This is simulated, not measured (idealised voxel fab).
Module name: voxel self aligned vias (process module)
cross-section cut | 290 nm wide | cells 5 nm
Format of a cross-section: grid, square cells. Given as bands. Order: top down. Band: one or more rows of cells. This entry defines a band. It first specifies the height of the band's top and the height of its bottom in nm, and then specifies the band's materials from left to right, stating each material with its width in nm. The word "full width" identifies a single material that fills the band from edge to edge, while the word "empty" identifies empty space. Height datum 0, below which the as-received substrate wafer is one material. Lowest band open at the bottom, running downward: "z 0 and below". Per-row width for "30 to 40": begins at first number (top row of band), ends at second number (bottom row), increment between rows held constant. A step reported as "stayed the same" is a step in which no cell of the cross-section changed. Listed in "Cavities, sealed": every empty space of 8 or more cells without an open way to the top. Form: width x height at distance, the distance being from the left edge, all in nm. On each step's line, the part that comes after the settings is the simulator's own comment on the step. The "overlay nm" setting may appear on a step's line; for a step that uses a mask, it gives how far to the right of its planned position the mask lay, and a negative value indicates the left.

Steps in the process plan:
1) op RECEIVE | material Si
2) op CONFORMAL_DEP | material SiO2 | thk nm 10
3) op CONFORMAL_DEP | material SiCN | thk nm 5
4) op DIRECTIONAL_DEP | material lowk | thk nm 20
5) op MASKED_ETCH | tone open | mask id LINES | width nm 25 | pitch nm 65 | etch materials lowk | depth nm 20 | overlay nm 0
6) op CONFORMAL_DEP | material TiN | thk nm 5
7) op FILL_DEP | material Ru | thk nm 10
8) op CMP | height nm 35
9) op SELECTIVE_ETCH | etch materials W Ru TiN | depth nm 5
10) op FILL_DEP | material SiN | thk nm 10
11) op CMP | height nm 35
12) op DIRECTIONAL_DEP | material lowk | thk nm 15
13) op DIRECTIONAL_DEP | material aC | thk nm 10
14) op PATTERN | tone open | mask id VIAS | material resist | width nm 35 | pitch nm 65 | thk nm 25 | overlay nm 0
15) op DIRECTIONAL_ETCH | etch materials aC | depth nm 10
16) op STRIP | etch materials resist
17) op DIRECTIONAL_ETCH | etch materials lowk | depth nm 15
18) op DIRECTIONAL_ETCH | etch materials SiN | depth nm 5
19) op STRIP | etch materials aC
20) op CONFORMAL_DEP | material TiN | thk nm 5
21) op FILL_DEP | material Ru | thk nm 5
22) op CMP | height nm 50
23) op CONFORMAL_DEP | material SiCN | thk nm 5
The plan shows the width nm of step 14 as the first wafer had it; this setting differs between the wafers, which start out alike.

First wafer as received, after step 1:
* z 0 and below: Si full width
* Cavities, sealed: none

Depicted here is the first of several wafers in cross-section, at module completion following the last step, step 23:
* z 55 to 50: SiCN full width
* z 50 to 40: 95 of lowk / 5 of TiN / 25 of Ru / 5 of TiN / 30 of lowk / 5 of TiN / 25 of Ru / 5 of TiN / 95 of lowk
* z 40 to 35: 95 of lowk / 10 of TiN / 15 of Ru / 10 of TiN / 30 of lowk / 10 of TiN / 15 of Ru / 10 of TiN / 95 of lowk
* z 35 to 30: 100 of lowk / 25 of TiN / 40 of lowk / 25 of TiN / 100 of lowk
* z 30 to 20: 100 of lowk / 5 of TiN / 15 of Ru / 5 of TiN / 40 of lowk / 5 of TiN / 15 of Ru / 5 of TiN / 100 of lowk
* z 20 to 15: 100 of lowk / 25 of TiN / 40 of lowk / 25 of TiN / 100 of lowk
* z 15 to 10: SiCN full width
* z 10 to 0: SiO2 full width
* z 0 and below: Si full width
* Cavities, sealed: none

Cross-sectional view, end of module, last wafer of several:
* z 55 to 50: SiCN full width
* z 50 to 40: 90 of lowk / 5 of TiN / 40 of Ru / 5 of TiN / 15 of lowk / 5 of TiN / 40 of Ru / 5 of TiN / 85 of lowk
* z 40 to 35: 90 of lowk / 15 of TiN / 15 of Ru / 20 of TiN / 15 of lowk / 15 of TiN / 15 of Ru / 20 of TiN / 85 of lowk
* z 35 to 30: 100 of lowk / 25 of TiN / 40 of lowk / 25 of TiN / 100 of lowk
* z 30 to 20: 100 of lowk / 5 of TiN / 15 of Ru / 5 of TiN / 40 of lowk / 5 of TiN / 15 of Ru / 5 of TiN / 100 of lowk
* z 20 to 15: 100 of lowk / 25 of TiN / 40 of lowk / 25 of TiN / 100 of lowk
* z 15 to 10: SiCN full width
* z 10 to 0: SiO2 full width
* z 0 and below: Si full width
* Cavities, sealed: none

Below, a row for every wafer. Read it as the end-of-module picture: for each material the wafer shows its cells gained (+) or lost (-) since it was received, and then its closed voids:
width nm 35, +38 Ru, +116 SiCN, +116 SiO2, +44 TiN, +324 lowk, Cavities, sealed: none
width nm 40, +42 Ru, +116 SiCN, +116 SiO2, +46 TiN, +318 lowk, Cavities, sealed: none
width nm 45, +46 Ru, +116 SiCN, +116 SiO2, +48 TiN, +312 lowk, Cavities, sealed: none
width nm 50, +50 Ru, +116 SiCN, +116 SiO2, +50 TiN, +306 lowk, Cavities, sealed: none
